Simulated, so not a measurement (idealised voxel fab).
process module | voxel capacitor over wiring
FYI the section here is cut, 230 nm wide, cells are 5 nm squares.
A cross-section in this document is a grid of square cells, and it is written down as bands, the top band listed before the ones below it; a band is made up of one or more rows of cells.
The entry gives the band's vertical extent as a top height and a bottom height in nm, then its horizontal make-up as materials from left to right, each with a width in nm. "blank" stands for empty space; a single material marked "full width" fills the band edge to edge.
Beneath 0, the wafer as received is one material, and that level is where height counting begins. The lowest band goes on downward without a bottom; it is written like "0 down".
It should be noted that a width expressed as "30->40" varies in equal increments from row to row of cells within the band, taking the value of the first number at the top row and that of the second number at the bottom row.
"changes: none" after a step means that no cell of the cross-section changed.
The list in "Enclosed empty spaces" covers empty spaces of 8 cells or more that cannot reach the top through any open way, and it gives each as width x height at distance; the distance is from the left edge, and width, height and distance are in nm.
Note: text after step settings on the step line = simulator remark on that step.
overlay nm, on a step with a mask: how far to the right of its planned place the mask lay; to the left if negative

## Planned process steps
step 1: RECEIVE [material Si]
step 2: CONFORMAL_DEP [material SiO2] [thk nm 10]
step 3: CONFORMAL_DEP [material SiCN] [thk nm 5]
step 4: DIRECTIONAL_DEP [material SiO2] [thk nm 20]
step 5: DIRECTIONAL_DEP [material aC] [thk nm 15]
step 6: PATTERN [tone open] [mask id METAL_1] [material resist] [width nm 30] [pitch nm 95] [thk nm 35] [overlay nm 0]
step 7: DIRECTIONAL_ETCH [etch materials aC] [depth nm 15]
step 8: STRIP [etch materials resist]
step 9: DIRECTIONAL_ETCH [etch materials SiO2] [depth nm 20]
step 10: DIRECTIONAL_ETCH [etch materials SiCN] [depth nm 5]
step 11: STRIP [etch materials aC]
step 12: CONFORMAL_DEP [material TiN] [thk nm 5]
step 13: FILL_DEP [material Ru] [thk nm 5]
step 14: CMP [height nm 35]
step 15: CONFORMAL_DEP [material SiCN] [thk nm 5]
step 16: DIRECTIONAL_DEP [material lowk] [thk nm 15]
step 17: DIRECTIONAL_DEP [material aC] [thk nm 10]
step 18: PATTERN [tone open] [mask id PLUG_1] [material resist] [width nm 15] [thk nm 30] [overlay nm 0]
step 19: DIRECTIONAL_ETCH [etch materials aC] [depth nm 10]
step 20: STRIP [etch materials resist]
step 21: DIRECTIONAL_ETCH [etch materials lowk] [depth nm 15]
step 22: DIRECTIONAL_ETCH [etch materials SiCN] [depth nm 5]
step 23: STRIP [etch materials aC]
step 24: EPI [material Ru] [thk nm 10]
step 25: EPI [material Ru] [thk nm 10]
step 26: DIRECTIONAL_DEP [material TiN] [thk nm 10]
step 27: DIRECTIONAL_DEP [material SiN] [thk nm 5]
step 28: DIRECTIONAL_DEP [material TiN] [thk nm 10]
step 29: MASKED_ETCH [tone cover] [mask id UPPER_PLATE] [width nm 70] [etch materials TiN] [depth nm 10] [overlay nm 0]
step 30: MASKED_ETCH [tone cover] [mask id UPPER_PLATE] [width nm 70] [etch materials SiN] [depth nm 5] [overlay nm 0]
step 31: DIRECTIONAL_DEP [material aC] [thk nm 10]
step 32: PATTERN [tone cover] [mask id LOWER_PLATE] [material resist] [width nm 80] [thk nm 25] [overlay nm 0]
step 33: DIRECTIONAL_ETCH [etch materials aC] [depth nm 10]
step 34: STRIP [etch materials resist]
step 35: DIRECTIONAL_ETCH [etch materials TiN] [depth nm 10]
step 36: STRIP [etch materials aC]
step 37: FILL_DEP [material SiO2] [thk nm 15]
step 38: CMP [height nm 90]
step 39: DIRECTIONAL_DEP [material aC] [thk nm 15]
step 40: PATTERN [tone open] [mask id PLUG_2] [material resist] [width nm 15] [thk nm 35] [overlay nm 0]
step 41: DIRECTIONAL_ETCH [etch materials aC] [depth nm 15]
step 42: STRIP [etch materials resist]
step 43: DIRECTIONAL_ETCH [etch materials SiO2] [depth nm 10]
step 44: STRIP [etch materials aC]
step 45: CONFORMAL_DEP [material TiN] [thk nm 5]
step 46: FILL_DEP [material W] [thk nm 5]
step 47: CMP [height nm 90]
step 48: CONFORMAL_DEP [material SiN] [thk nm 5]

## as received, after step 1
> 0 down: Si full width
> Enclosed empty spaces: none

## The cross-section shown corresponds to the wafer at the conclusion of the module. The initial structure and the process plan are those presented above; however, one mistake occurred in executing the plan
> 95 to 90: SiN full width
> 90 to 85: 75 nm SiO2, then 5 nm TiN, then 5 nm W, then 5 nm TiN, then 140 nm SiO2
> 85 to 80: 75 nm SiO2, then 15 nm TiN, then 140 nm SiO2
> 80 to 70: 65 nm SiO2, then 70 nm TiN, then 95 nm SiO2
> 70 to 65: 65 nm SiO2, then 70 nm SiN, then 95 nm SiO2
> 65 to 55: 60 nm SiO2, then 80 nm TiN, then 90 nm SiO2
> 55 to 40: 60 nm lowk, then 15 nm Ru, then 155 nm lowk
> 40 to 35: 60 nm SiCN, then 15 nm Ru, then 155 nm SiCN
> 35 to 15: 50 nm SiO2, then 5 nm TiN, then 20 nm Ru, then 5 nm TiN, then 65 nm SiO2, then 5 nm TiN, then 20 nm Ru, then 5 nm TiN, then 55 nm SiO2
> 15 to 10: 50 nm SiCN, then 30 nm TiN, then 65 nm SiCN, then 30 nm TiN, then 55 nm SiCN
> 10 to 0: SiO2 full width
> 0 down: Si full width
> Enclosed empty spaces: none
Want to know what went wrong? step 18: run off-plan, actual operation and settings PATTERN [tone open] [mask id PLUG_1] [material resist] [width nm 15] [thk nm 30] [overlay nm -5]
